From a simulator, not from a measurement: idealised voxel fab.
Herein follows the process module entitled voxel trench capacitor.
Cross-sectional view cut (width: 260 nm; square cell size: 5 nm).
Throughout this document, each cross-section is represented as a grid of square cells and is presented as a sequence of bands enumerated from the top downward, where a band comprises one or more rows of cells.
Basically the band line says how high the top is and how high the bottom is, in nm, and then what's in it from left to right, every material with its width in nm. Empty space shows up as "air", and if a single material carries "edge to edge" it runs the full band edge to edge.
Below 0: as-received wafer, all one material; heights counted from there. Lowest band: no bottom, goes on down, written "from 0 down".
A width such as "30 to 40" changes by the same amount from each row of cells to the next, from the band's top row to its bottom row.
The designation "nothing got changed", where it is given for a processing step, indicates that no cell of the cross-section was altered in the course of that step.
Entry "Encapsulated voids". Content: empty spaces with no open connection to the top, size 8 cells or greater. Each: width x height at distance. Distance: from left edge. Unit: nm.
Heads up: the bit after the settings on a step's line is the simulator's remark on that step.
overlay nm: for a step with a mask, the amount by which the mask lay right of where it was planned; a negative amount means left of it.

**The following list gives the planned process steps**
1) RECEIVE with material Si
2) CONFORMAL_DEP with material SiN, thk nm 10
3) PATTERN with tone open, mask id TRENCH, material resist, width nm 25, pitch nm 45, thk nm 15, overlay nm 0
4) DIRECTIONAL_ETCH with etch materials SiN, depth nm 10
5) DIRECTIONAL_ETCH with etch materials Si, depth nm 40
6) STRIP with etch materials resist
7) CONFORMAL_DEP with material Al2O3, thk nm 5
8) CONFORMAL_DEP with material TiN, thk nm 5
9) FILL_DEP with material W, thk nm 5
10) CMP with height nm 10

**First of two wafers: run as planned**

**Wafer at receipt (post step 1), cross-section**
> from 0 down: Si edge to edge
> Encapsulated voids: none

**The following cross-section depicts the wafer upon completion of step 2**
> from 10 to 0: SiN edge to edge
> Under 0: no change, same as before.

**The following cross-section depicts the wafer upon completion of step 3**
> from 25 to 10: 50 resist, then 25 air, then 20 resist, then 25 air, then 20 resist, then 25 air, then 20 resist, then 25 air, then 50 resist
> Under 10: no change, same as before.

**The following cross-section depicts the wafer upon completion of step 4**
> from 25 to 10: 50 resist, then 25 air, then 20 resist, then 25 air, then 20 resist, then 25 air, then 20 resist, then 25 air, then 50 resist
> from 10 to 0: 50 SiN, then 25 air, then 20 SiN, then 25 air, then 20 SiN, then 25 air, then 20 SiN, then 25 air, then 50 SiN
> Under 0: no change, same as before.

**The following cross-section depicts the wafer upon completion of step 5**
> from 25 to 10: 50 resist, then 25 air, then 20 resist, then 25 air, then 20 resist, then 25 air, then 20 resist, then 25 air, then 50 resist
> from 10 to 0: 50 SiN, then 25 air, then 20 SiN, then 25 air, then 20 SiN, then 25 air, then 20 SiN, then 25 air, then 50 SiN
> from 0 to -40: 50 Si, then 25 air, then 20 Si, then 25 air, then 20 Si, then 25 air, then 20 Si, then 25 air, then 50 Si
> Under -40: no change, same as before.

**The following cross-section depicts the wafer upon completion of step 6**
> from 10 to 0: 50 SiN, then 25 air, then 20 SiN, then 25 air, then 20 SiN, then 25 air, then 20 SiN, then 25 air, then 50 SiN
> Under 0: no change, same as before.

**The following cross-section depicts the wafer upon completion of step 7**
> from 15 to 10: 55 Al2O3, then 15 air, then 30 Al2O3, then 15 air, then 30 Al2O3, then 15 air, then 30 Al2O3, then 15 air, then 55 Al2O3
> from 10 to 0: 50 SiN, then 5 Al2O3, then 15 air, then 5 Al2O3, then 20 SiN, then 5 Al2O3, then 15 air, then 5 Al2O3, then 20 SiN, then 5 Al2O3, then 15 air, then 5 Al2O3, then 20 SiN, then 5 Al2O3, then 15 air, then 5 Al2O3, then 50 SiN
> from 0 to -35: 50 Si, then 5 Al2O3, then 15 air, then 5 Al2O3, then 20 Si, then 5 Al2O3, then 15 air, then 5 Al2O3, then 20 Si, then 5 Al2O3, then 15 air, then 5 Al2O3, then 20 Si, then 5 Al2O3, then 15 air, then 5 Al2O3, then 50 Si
> from -35 to -40: 50 Si, then 25 Al2O3, then 20 Si, then 25 Al2O3, then 20 Si, then 25 Al2O3, then 20 Si, then 25 Al2O3, then 50 Si
> Under -40: no change, same as before.

**The following cross-section depicts the wafer upon completion of step 8**
> from 20 to 15: 60 TiN, then 5 air, then 40 TiN, then 5 air, then 40 TiN, then 5 air, then 40 TiN, then 5 air, then 60 TiN
> from 15 to 10: 55 Al2O3, then 5 TiN, then 5 air, then 5 TiN, then 30 Al2O3, then 5 TiN, then 5 air, then 5 TiN, then 30 Al2O3, then 5 TiN, then 5 air, then 5 TiN, then 30 Al2O3, then 5 TiN, then 5 air, then 5 TiN, then 55 Al2O3
> from 10 to 0: 50 SiN, then 5 Al2O3, then 5 TiN, then 5 air, then 5 TiN, then 5 Al2O3, then 20 SiN, then 5 Al2O3, then 5 TiN, then 5 air, then 5 TiN, then 5 Al2O3, then 20 SiN, then 5 Al2O3, then 5 TiN, then 5 air, then 5 TiN, then 5 Al2O3, then 20 SiN, then 5 Al2O3, then 5 TiN, then 5 air, then 5 TiN, then 5 Al2O3, then 50 SiN
> from 0 to -30: 50 Si, then 5 Al2O3, then 5 TiN, then 5 air, then 5 TiN, then 5 Al2O3, then 20 Si, then 5 Al2O3, then 5 TiN, then 5 air, then 5 TiN, then 5 Al2O3, then 20 Si, then 5 Al2O3, then 5 TiN, then 5 air, then 5 TiN, then 5 Al2O3, then 20 Si, then 5 Al2O3, then 5 TiN, then 5 air, then 5 TiN, then 5 Al2O3, then 50 Si
> from -30 to -35: 50 Si, then 5 Al2O3, then 15 TiN, then 5 Al2O3, then 20 Si, then 5 Al2O3, then 15 TiN, then 5 Al2O3, then 20 Si, then 5 Al2O3, then 15 TiN, then 5 Al2O3, then 20 Si, then 5 Al2O3, then 15 TiN, then 5 Al2O3, then 50 Si
> Under -35: no change, same as before.

**The following cross-section depicts the wafer upon completion of step 9**
> from 25 to 20: W edge to edge
> from 20 to 15: 60 TiN, then 5 W, then 40 TiN, then 5 W, then 40 TiN, then 5 W, then 40 TiN, then 5 W, then 60 TiN
> from 15 to 10: 55 Al2O3, then 5 TiN, then 5 W, then 5 TiN, then 30 Al2O3, then 5 TiN, then 5 W, then 5 TiN, then 30 Al2O3, then 5 TiN, then 5 W, then 5 TiN, then 30 Al2O3, then 5 TiN, then 5 W, then 5 TiN, then 55 Al2O3
> from 10 to 0: 50 SiN, then 5 Al2O3, then 5 TiN, then 5 W, then 5 TiN, then 5 Al2O3, then 20 SiN, then 5 Al2O3, then 5 TiN, then 5 W, then 5 TiN, then 5 Al2O3, then 20 SiN, then 5 Al2O3, then 5 TiN, then 5 W, then 5 TiN, then 5 Al2O3, then 20 SiN, then 5 Al2O3, then 5 TiN, then 5 W, then 5 TiN, then 5 Al2O3, then 50 SiN
> from 0 to -30: 50 Si, then 5 Al2O3, then 5 TiN, then 5 W, then 5 TiN, then 5 Al2O3, then 20 Si, then 5 Al2O3, then 5 TiN, then 5 W, then 5 TiN, then 5 Al2O3, then 20 Si, then 5 Al2O3, then 5 TiN, then 5 W, then 5 TiN, then 5 Al2O3, then 20 Si, then 5 Al2O3, then 5 TiN, then 5 W, then 5 TiN, then 5 Al2O3, then 50 Si
> Under -30: no change, same as before.

**The following cross-section depicts the wafer upon completion of step 10**
> from 10 to 0: 50 SiN, then 5 Al2O3, then 5 TiN, then 5 W, then 5 TiN, then 5 Al2O3, then 20 SiN, then 5 Al2O3, then 5 TiN, then 5 W, then 5 TiN, then 5 Al2O3, then 20 SiN, then 5 Al2O3, then 5 TiN, then 5 W, then 5 TiN, then 5 Al2O3, then 20 SiN, then 5 Al2O3, then 5 TiN, then 5 W, then 5 TiN, then 5 Al2O3, then 50 SiN
> Under 0: no change, same as before.

**Second Wafer (Identical Start and Plan, One Processing Error; Matches First Wafer Through Step 6)**

**Second wafer at the planned finish of step 7, seen in cross-section**
> from 15 to 10: 55 TiN, then 15 air, then 30 TiN, then 15 air, then 30 TiN, then 15 air, then 30 TiN, then 15 air, then 55 TiN
> from 10 to 0: 50 SiN, then 5 TiN, then 15 air, then 5 TiN, then 20 SiN, then 5 TiN, then 15 air, then 5 TiN, then 20 SiN, then 5 TiN, then 15 air, then 5 TiN, then 20 SiN, then 5 TiN, then 15 air, then 5 TiN, then 50 SiN
> from 0 to -35: 50 Si, then 5 TiN, then 15 air, then 5 TiN, then 20 Si, then 5 TiN, then 15 air, then 5 TiN, then 20 Si, then 5 TiN, then 15 air, then 5 TiN, then 20 Si, then 5 TiN, then 15 air, then 5 TiN, then 50 Si
> from -35 to -40: 50 Si, then 25 TiN, then 20 Si, then 25 TiN, then 20 Si, then 25 TiN, then 20 Si, then 25 TiN, then 50 Si
> Under -40: no change, same as before.

**Second wafer at the planned finish of step 8, seen in cross-section**
> from 20 to 15: 60 Al2O3, then 5 air, then 40 Al2O3, then 5 air, then 40 Al2O3, then 5 air, then 40 Al2O3, then 5 air, then 60 Al2O3
> from 15 to 10: 55 TiN, then 5 Al2O3, then 5 air, then 5 Al2O3, then 30 TiN, then 5 Al2O3, then 5 air, then 5 Al2O3, then 30 TiN, then 5 Al2O3, then 5 air, then 5 Al2O3, then 30 TiN, then 5 Al2O3, then 5 air, then 5 Al2O3, then 55 TiN
> from 10 to 0: 50 SiN, then 5 TiN, then 5 Al2O3, then 5 air, then 5 Al2O3, then 5 TiN, then 20 SiN, then 5 TiN, then 5 Al2O3, then 5 air, then 5 Al2O3, then 5 TiN, then 20 SiN, then 5 TiN, then 5 Al2O3, then 5 air, then 5 Al2O3, then 5 TiN, then 20 SiN, then 5 TiN, then 5 Al2O3, then 5 air, then 5 Al2O3, then 5 TiN, then 50 SiN
> from 0 to -30: 50 Si, then 5 TiN, then 5 Al2O3, then 5 air, then 5 Al2O3, then 5 TiN, then 20 Si, then 5 TiN, then 5 Al2O3, then 5 air, then 5 Al2O3, then 5 TiN, then 20 Si, then 5 TiN, then 5 Al2O3, then 5 air, then 5 Al2O3, then 5 TiN, then 20 Si, then 5 TiN, then 5 Al2O3, then 5 air, then 5 Al2O3, then 5 TiN, then 50 Si
> from -30 to -35: 50 Si, then 5 TiN, then 15 Al2O3, then 5 TiN, then 20 Si, then 5 TiN, then 15 Al2O3, then 5 TiN, then 20 Si, then 5 TiN, then 15 Al2O3, then 5 TiN, then 20 Si, then 5 TiN, then 15 Al2O3, then 5 TiN, then 50 Si
> Under -35: no change, same as before.

**Second wafer at the planned finish of step 9, seen in cross-section**
> from 25 to 20: W edge to edge
> from 20 to 15: 60 Al2O3, then 5 W, then 40 Al2O3, then 5 W, then 40 Al2O3, then 5 W, then 40 Al2O3, then 5 W, then 60 Al2O3
> from 15 to 10: 55 TiN, then 5 Al2O3, then 5 W, then 5 Al2O3, then 30 TiN, then 5 Al2O3, then 5 W, then 5 Al2O3, then 30 TiN, then 5 Al2O3, then 5 W, then 5 Al2O3, then 30 TiN, then 5 Al2O3, then 5 W, then 5 Al2O3, then 55 TiN
> from 10 to 0: 50 SiN, then 5 TiN, then 5 Al2O3, then 5 W, then 5 Al2O3, then 5 TiN, then 20 SiN, then 5 TiN, then 5 Al2O3, then 5 W, then 5 Al2O3, then 5 TiN, then 20 SiN, then 5 TiN, then 5 Al2O3, then 5 W, then 5 Al2O3, then 5 TiN, then 20 SiN, then 5 TiN, then 5 Al2O3, then 5 W, then 5 Al2O3, then 5 TiN, then 50 SiN
> from 0 to -30: 50 Si, then 5 TiN, then 5 Al2O3, then 5 W, then 5 Al2O3, then 5 TiN, then 20 Si, then 5 TiN, then 5 Al2O3, then 5 W, then 5 Al2O3, then 5 TiN, then 20 Si, then 5 TiN, then 5 Al2O3, then 5 W, then 5 Al2O3, then 5 TiN, then 20 Si, then 5 TiN, then 5 Al2O3, then 5 W, then 5 Al2O3, then 5 TiN, then 50 Si
> Under -30: no change, same as before.

**Second wafer at the planned finish of step 10, seen in cross-section**
> from 10 to 0: 50 SiN, then 5 TiN, then 5 Al2O3, then 5 W, then 5 Al2O3, then 5 TiN, then 20 SiN, then 5 TiN, then 5 Al2O3, then 5 W, then 5 Al2O3, then 5 TiN, then 20 SiN, then 5 TiN, then 5 Al2O3, then 5 W, then 5 Al2O3, then 5 TiN, then 20 SiN, then 5 TiN, then 5 Al2O3, then 5 W, then 5 Al2O3, then 5 TiN, then 50 SiN
> Under 0: no change, same as before.
Deviation from plan: the executed order of steps 7 and 8 is the reverse of that specified in the plan, each step having taken the other's position
Count the cells at the end and the second wafer has more or fewer of some materials than the first: 16 fewer of Al2O3 | 16 more of TiN
